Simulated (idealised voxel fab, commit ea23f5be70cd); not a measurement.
The process module presented herein is designated voxel capacitor over wiring.
We display cut, a cross-section 185 nm in width whose square cells are each 5 nm.
Bands, listed from the top down, are how a cross-section gets written in this document; the cross-section itself is a grid of square cells, and a band is one or more rows of them.
First you get the band's top height and its bottom height, in nm, and then the materials it's made of, left to right, with each width in nm. If you see a single material with "all across", that one covers the band edge to edge. "blank" is empty space.
Counting heights begins at 0, where everything beneath is, in the wafer as received, one material. The lowest band has no bottom; it goes on downwards, as "top 0, no bottom" shows.
A width given as "30 to 40" starts at the first number in the band's top row and ends at the second number in its bottom row, shifting by an equal amount at every step from row to row.
The designation "no modification", where it is given for a processing step, indicates that no cell of the cross-section was altered in the course of that step.
Any empty space of 8 cells or more lacking an open way to the top shows up in "Closed cavities" as width x height at distance, distance from the left edge, in nm.
Where a step's line continues beyond its settings, the continuation is a remark by the simulator itself on that step.
For masked steps, "overlay nm" on the step line gives how far right of plan the mask actually lay; a minus sign means it lay to the left.

### So here's the lineup of process steps we planned
1: RECEIVE (material Si)
2: CONFORMAL_DEP (material SiO2; thk nm 10)
3: DIRECTIONAL_DEP (material TiN; thk nm 5)
4: DIRECTIONAL_DEP (material Ru; thk nm 15)
5: PATTERN (tone cover; mask id METAL_1; material resist; width nm 20; pitch nm 80; thk nm 15; overlay nm 0)
6: DIRECTIONAL_ETCH (etch materials Ru; depth nm 15)
7: DIRECTIONAL_ETCH (etch materials TiN; depth nm 5)
8: STRIP (etch materials resist)
9: FILL_DEP (material lowk; thk nm 10)
10: CMP (height nm 30)
11: CONFORMAL_DEP (material SiCN; thk nm 5)
12: DIRECTIONAL_DEP (material SiO2; thk nm 10)
13: DIRECTIONAL_DEP (material aC; thk nm 10)
14: PATTERN (tone open; mask id PLUG_1; material resist; width nm 15; thk nm 30; overlay nm 0)
15: DIRECTIONAL_ETCH (etch materials aC; depth nm 10)
16: STRIP (etch materials resist)
17: DIRECTIONAL_ETCH (etch materials SiO2; depth nm 10)
18: DIRECTIONAL_ETCH (etch materials SiCN; depth nm 5)
19: STRIP (etch materials aC)
20: EPI (material Ru; thk nm 10)
21: EPI (material Ru; thk nm 5)
22: DIRECTIONAL_DEP (material TiN; thk nm 5)
23: DIRECTIONAL_DEP (material SiN; thk nm 5)
24: DIRECTIONAL_DEP (material TiN; thk nm 10)
25: DIRECTIONAL_DEP (material aC; thk nm 15)
26: PATTERN (tone cover; mask id UPPER_PLATE; material resist; width nm 65; thk nm 30; overlay nm 0)
27: DIRECTIONAL_ETCH (etch materials aC; depth nm 15)
28: STRIP (etch materials resist)
29: DIRECTIONAL_ETCH (etch materials TiN; depth nm 10)
30: DIRECTIONAL_ETCH (etch materials SiN; depth nm 5)
31: STRIP (etch materials aC)
32: PATTERN (tone cover; mask id LOWER_PLATE; material resist; width nm 75; thk nm 15; overlay nm 0)
33: DIRECTIONAL_ETCH (etch materials TiN; depth nm 5)
34: STRIP (etch materials resist)
35: FILL_DEP (material SiO2; thk nm 20)
36: CMP (height nm 80)
37: PATTERN (tone open; mask id PLUG_2; material resist; width nm 15; thk nm 15; overlay nm 0)
38: DIRECTIONAL_ETCH (etch materials SiO2; depth nm 15)
39: STRIP (etch materials resist)
40: CONFORMAL_DEP (material TiN; thk nm 5)
41: FILL_DEP (material W; thk nm 5)
42: CMP (height nm 80)
43: CONFORMAL_DEP (material SiN; thk nm 5)

### Incoming wafer in cross-section (state: after step 1)
* top 0, no bottom  Si all across
* Closed cavities: none

### The first of the two wafers as seen in cross-section once the module was finished; processing followed the plan
* top 85, bottom 80  SiN all across
* top 80, bottom 70  SiO2 55 nm | TiN 5 nm | W 5 nm | TiN 5 nm | SiO2 115 nm
* top 70, bottom 65  SiO2 55 nm | TiN 15 nm | SiO2 115 nm
* top 65, bottom 55  SiO2 45 nm | TiN 65 nm | SiO2 75 nm
* top 55, bottom 50  SiO2 45 nm | SiN 65 nm | SiO2 75 nm
* top 50, bottom 45  SiO2 40 nm | TiN 75 nm | SiO2 70 nm
* top 45, bottom 35  SiO2 45 nm | Ru 15 nm | SiO2 125 nm
* top 35, bottom 30  SiCN 45 nm | Ru 15 nm | SiCN 125 nm
* top 30, bottom 15  lowk 40 nm | Ru 20 nm | lowk 60 nm | Ru 20 nm | lowk 45 nm
* top 15, bottom 10  lowk 40 nm | TiN 20 nm | lowk 60 nm | TiN 20 nm | lowk 45 nm
* top 10, bottom 0  SiO2 all across
* top 0, no bottom  Si all across
* Closed cavities: none

### Cross-sectional image of the second wafer of the two following completion of the module. Starting state and process plan were the same as for the first wafer; one execution error occurred
* top 85, bottom 80  SiN all across
* top 80, bottom 70  SiO2 55 nm | TiN 5 nm | W 5 nm | TiN 5 nm | SiO2 115 nm
* top 70, bottom 65  SiO2 55 nm | TiN 15 nm | SiO2 115 nm
* top 65, bottom 55  SiO2 45 nm | TiN 65 nm | SiO2 75 nm
* top 55, bottom 50  SiO2 45 nm | SiN 65 nm | SiO2 75 nm
* top 50, bottom 45  SiO2 40 nm | TiN 75 nm | SiO2 70 nm
* top 45, bottom 35  SiO2 45 nm | Ru 15 nm | SiO2 125 nm
* top 35, bottom 30  SiCN 45 nm | Ru 15 nm | SiCN 125 nm
* top 30, bottom 15  lowk 30 nm | Ru 20 nm | lowk 60 nm | Ru 20 nm | lowk 55 nm
* top 15, bottom 10  lowk 30 nm | TiN 20 nm | lowk 60 nm | TiN 20 nm | lowk 55 nm
* top 10, bottom 0  SiO2 all across
* top 0, no bottom  Si all across
* Closed cavities: none
It is concluded that the wafer was processed incorrectly with respect to the plan, in that step 5 ran differently from the plan; actual operation with settings: PATTERN (tone cover; mask id METAL_1; material resist; width nm 20; pitch nm 80; thk nm 15; overlay nm -10)
Upon completion, the cell count for each material on the second wafer equals that on the first, whereas the spatial distribution of those cells differs.
